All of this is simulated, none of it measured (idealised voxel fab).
The name of this process module is voxel plated lines.
For reference, the cross-section in this document is cut, with width 200 nm and square cells of 5 nm.
For the purposes of this document, a cross-section shall be understood as a grid of square cells, specified as bands listed in top-to-bottom order, each band consisting of one or more rows of cells. First you get the band's top height and its bottom height, in nm, and then the materials it's made of, left to right, with each width in nm. If you see a single material with "everywhere", that one covers the band edge to edge. "air" is empty space. Counting heights begins at 0, where everything beneath is, in the wafer as received, one material. The lowest band has no bottom; it goes on downwards, as "0..down" shows. A width such as "30->40" changes by the same amount from each row of cells to the next, from the band's top row to its bottom row. "left unchanged" (step): cross-section cells unchanged, all of them. If an empty space has no open way to the top and is at least 8 cells in size, "Voids, fully enclosed" lists it, written width x height at distance, where distance is measured from the left edge and every value is in nm. after a step's settings: what the simulator itself notes on the step. When a step includes a mask, the "overlay nm" setting on its line states how far to the right of its planned place that mask lay, and negative values state how far to the left.

-- List of planned process steps
step 1: RECEIVE | material Si
step 2: CONFORMAL_DEP | material Al2O3 | thk nm 10
step 3: DIRECTIONAL_DEP | material TiN | thk nm 5
step 4: PATTERN | tone open | mask id LINES | material resist | width nm 25 | pitch nm 55 | thk nm 35 | overlay nm 0
step 5: EPI | material Ru | thk nm 10
step 6: EPI | material Ru | thk nm 5
step 7: EPI | material Ru | thk nm 5
step 8: STRIP | etch materials resist
step 9: DIRECTIONAL_ETCH | etch materials TiN | depth nm 5
step 10: CONFORMAL_DEP | material SiN | thk nm 10

-- What follows covers the first of two wafers; it ran as planned

-- Incoming wafer in cross-section (state: after step 1)
0..down = Si everywhere
Voids, fully enclosed: none

-- You're looking at a cross-section of the wafer after step 2
10..0 = Al2O3 everywhere
All layers under 0 are left as they were.

-- You're looking at a cross-section of the wafer after step 3
15..10 = TiN everywhere
All layers under 10 are left as they were.

-- You're looking at a cross-section of the wafer after step 4
50..15 = 60 nm resist | 25 nm air | 30 nm resist | 25 nm air | 60 nm resist
All layers under 15 are left as they were.

-- You're looking at a cross-section of the wafer after step 5
50..25 = 60 nm resist | 25 nm air | 30 nm resist | 25 nm air | 60 nm resist
25..15 = 60 nm resist | 25 nm Ru | 30 nm resist | 25 nm Ru | 60 nm resist
All layers under 15 are left as they were.

-- You're looking at a cross-section of the wafer after step 6
50..30 = 60 nm resist | 25 nm air | 30 nm resist | 25 nm air | 60 nm resist
30..15 = 60 nm resist | 25 nm Ru | 30 nm resist | 25 nm Ru | 60 nm resist
All layers under 15 are left as they were.

-- You're looking at a cross-section of the wafer after step 7
50..35 = 60 nm resist | 25 nm air | 30 nm resist | 25 nm air | 60 nm resist
35..15 = 60 nm resist | 25 nm Ru | 30 nm resist | 25 nm Ru | 60 nm resist
All layers under 15 are left as they were.

-- You're looking at a cross-section of the wafer after step 8
35..15 = 60 nm air | 25 nm Ru | 30 nm air | 25 nm Ru | 60 nm air
All layers under 15 are left as they were.

-- You're looking at a cross-section of the wafer after step 9
35..15 = 60 nm air | 25 nm Ru | 30 nm air | 25 nm Ru | 60 nm air
15..10 = 60 nm air | 25 nm TiN | 30 nm air | 25 nm TiN | 60 nm air
All layers under 10 are left as they were.

-- You're looking at a cross-section of the wafer after step 10
45..35 = 50 nm air | 45 nm SiN | 10 nm air | 45 nm SiN | 50 nm air
35..20 = 50 nm air | 10 nm SiN | 25 nm Ru | 10 nm SiN | 10 nm air | 10 nm SiN | 25 nm Ru | 10 nm SiN | 50 nm air
20..15 = 60 nm SiN | 25 nm Ru | 30 nm SiN | 25 nm Ru | 60 nm SiN
15..10 = 60 nm SiN | 25 nm TiN | 30 nm SiN | 25 nm TiN | 60 nm SiN
All layers under 10 are left as they were.

-- Now the other wafer: same start, same recipe, but we messed up one thing when running it. Up to and including step 3 it's the same as the first one

-- Cross-sectional view of the second wafer at the intended end time of process step 4
50..15 = 55 nm resist | 25 nm air | 30 nm resist | 25 nm air | 65 nm resist
All layers under 15 are left as they were.

-- Cross-sectional view of the second wafer at the intended end time of process step 5
50..25 = 55 nm resist | 25 nm air | 30 nm resist | 25 nm air | 65 nm resist
25..15 = 55 nm resist | 25 nm Ru | 30 nm resist | 25 nm Ru | 65 nm resist
All layers under 15 are left as they were.

-- Cross-sectional view of the second wafer at the intended end time of process step 6
50..30 = 55 nm resist | 25 nm air | 30 nm resist | 25 nm air | 65 nm resist
30..15 = 55 nm resist | 25 nm Ru | 30 nm resist | 25 nm Ru | 65 nm resist
All layers under 15 are left as they were.

-- Cross-sectional view of the second wafer at the intended end time of process step 7
50..35 = 55 nm resist | 25 nm air | 30 nm resist | 25 nm air | 65 nm resist
35..15 = 55 nm resist | 25 nm Ru | 30 nm resist | 25 nm Ru | 65 nm resist
All layers under 15 are left as they were.

-- Cross-sectional view of the second wafer at the intended end time of process step 8
35..15 = 55 nm air | 25 nm Ru | 30 nm air | 25 nm Ru | 65 nm air
All layers under 15 are left as they were.

-- Cross-sectional view of the second wafer at the intended end time of process step 9
35..15 = 55 nm air | 25 nm Ru | 30 nm air | 25 nm Ru | 65 nm air
15..10 = 55 nm air | 25 nm TiN | 30 nm air | 25 nm TiN | 65 nm air
All layers under 10 are left as they were.

-- Cross-sectional view of the second wafer at the intended end time of process step 10
45..35 = 45 nm air | 45 nm SiN | 10 nm air | 45 nm SiN | 55 nm air
35..20 = 45 nm air | 10 nm SiN | 25 nm Ru | 10 nm SiN | 10 nm air | 10 nm SiN | 25 nm Ru | 10 nm SiN | 55 nm air
20..15 = 55 nm SiN | 25 nm Ru | 30 nm SiN | 25 nm Ru | 65 nm SiN
15..10 = 55 nm SiN | 25 nm TiN | 30 nm SiN | 25 nm TiN | 65 nm SiN
All layers under 10 are left as they were.
Short version of what went wrong: the process deviated at step 4: the operation and settings actually run there were PATTERN | tone open | mask id LINES | material resist | width nm 25 | pitch nm 55 | thk nm 35 | overlay nm -5
at the end the second wafer has, in cells: as many of each material as the first, in other places
